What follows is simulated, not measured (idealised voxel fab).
The name of this process module is voxel ribs on slabs.
It is cross-section cut that appears here, measuring 160 nm in width, its square cells being 5 nm in size.
Cross-section, as written here: a square-cell grid given band by band from the top down, where a band holds one or more rows of cells. Quick guide to a band line: top height, bottom height (nm) up front; then every material left to right with its width in nm. Only one material and it's marked "all across"? Then it fills the band edge to edge. And "blank" just means empty space. Below 0: as-received wafer, all one material; heights counted from there. Lowest band: no bottom, goes on down, written "0 and below". The width entry "30->40" should be interpreted row by row: the top row of cells in the band takes the first number, the bottom row takes the second number, and the change between adjacent rows is uniform throughout. When a step is marked "stayed the same", none of the cells in the cross-section changed during that step. Basically, "Sealed-off cavities" tells you about the enclosed voids: empty spaces with no open way to the top, 8 cells or bigger, each written width x height at distance, where distance is from the left edge, all in nm. It should be noted that, on the line of a given step, the content following the step's settings is a remark produced by the simulator itself with respect to that step. Each step line may optionally specify "overlay nm", which for a step with a mask gives the rightward distance between the mask's planned place and where it lay, a negative value indicating the leftward direction.

HERE'S WHAT THE PLANNED PROCESS STEPS LOOK LIKE
1 RECEIVE [material Si]
2 DIRECTIONAL_DEP [material SiO2] [thk nm 20]
3 DIRECTIONAL_DEP [material polySi] [thk nm 20]
4 MASKED_ETCH [tone cover] [mask id RIB] [width nm 30] [etch materials polySi] [depth nm 5] [overlay nm 0]
5 PATTERN [tone cover] [mask id SLAB] [material resist] [width nm 80] [thk nm 20] [overlay nm 0]
6 DIRECTIONAL_ETCH [etch materials polySi] [depth nm 15]
7 STRIP [etch materials resist]
8 FILL_DEP [material SiO2] [thk nm 20]
9 CMP [height nm 55]
10 DIRECTIONAL_DEP [material W] [thk nm 10]
11 MASKED_ETCH [tone cover] [mask id HEATER] [width nm 40] [etch materials W] [depth nm 10] [overlay nm 0]
12 CONFORMAL_DEP [material SiN] [thk nm 5]

CONCERNING THE FIRST OF TWO WAFERS, WHICH WAS RUN IN ACCORDANCE WITH THE PLAN

SO THIS IS THE INCOMING WAFER IN CROSS-SECTION - IT'S ALREADY BEEN THROUGH STEP 1
	0 and below = Si all across
	Sealed-off cavities: none

HOW THE WAFER STANDS IN SECTION AFTER STEP 2
	20 down to 0 = SiO2 all across
	No changes below 0.

HOW THE WAFER STANDS IN SECTION AFTER STEP 3
	40 down to 20 = polySi all across
	No changes below 20.

HOW THE WAFER STANDS IN SECTION AFTER STEP 4
	40 down to 35 = blank 65, then polySi 30, then blank 65
	No changes below 35.

HOW THE WAFER STANDS IN SECTION AFTER STEP 5
	60 down to 40 = blank 40, then resist 80, then blank 40
	40 down to 35 = blank 40, then resist 25, then polySi 30, then resist 25, then blank 40
	No changes below 35.

HOW THE WAFER STANDS IN SECTION AFTER STEP 6
	60 down to 40 = blank 40, then resist 80, then blank 40
	40 down to 35 = blank 40, then resist 25, then polySi 30, then resist 25, then blank 40
	35 down to 20 = blank 40, then polySi 80, then blank 40
	No changes below 20.

HOW THE WAFER STANDS IN SECTION AFTER STEP 7
	40 down to 35 = blank 65, then polySi 30, then blank 65
	No changes below 35.

HOW THE WAFER STANDS IN SECTION AFTER STEP 8
	60 down to 40 = SiO2 all across
	40 down to 35 = SiO2 65, then polySi 30, then SiO2 65
	35 down to 20 = SiO2 40, then polySi 80, then SiO2 40
	No changes below 20.

HOW THE WAFER STANDS IN SECTION AFTER STEP 9
	55 down to 40 = SiO2 all across
	No changes below 40.

HOW THE WAFER STANDS IN SECTION AFTER STEP 10
	65 down to 55 = W all across
	No changes below 55.

HOW THE WAFER STANDS IN SECTION AFTER STEP 11
	65 down to 55 = blank 60, then W 40, then blank 60
	No changes below 55.

HOW THE WAFER STANDS IN SECTION AFTER STEP 12
	70 down to 65 = blank 55, then SiN 50, then blank 55
	65 down to 60 = blank 55, then SiN 5, then W 40, then SiN 5, then blank 55
	60 down to 55 = SiN 60, then W 40, then SiN 60
	No changes below 55.

HERE THE SECOND WAFER IS DESCRIBED. ITS START AND ITS PLAN WERE THOSE OF THE FIRST WAFER. ITS RUN CONTAINED ONE MISTAKE. UP TO AND INCLUDING STEP 10, IT DID EXACTLY WHAT THE FIRST WAFER DID

CROSS-SECTION, SECOND WAFER, AT THE END TIME THE PLAN GIVES FOR STEP 11
	65 down to 55 = blank 65, then W 30, then blank 65
	No changes below 55.

CROSS-SECTION, SECOND WAFER, AT THE END TIME THE PLAN GIVES FOR STEP 12
	70 down to 65 = blank 60, then SiN 40, then blank 60
	65 down to 60 = blank 60, then SiN 5, then W 30, then SiN 5, then blank 60
	60 down to 55 = SiN 65, then W 30, then SiN 65
	No changes below 55.
What was done differently from what was planned? step 11 deviated from plan and actually ran as MASKED_ETCH [tone cover] [mask id HEATER] [width nm 30] [etch materials W] [depth nm 10] [overlay nm 0]
Counted in cells at the end, the second wafer holds more or fewer of these materials than the first: 4 fewer of W
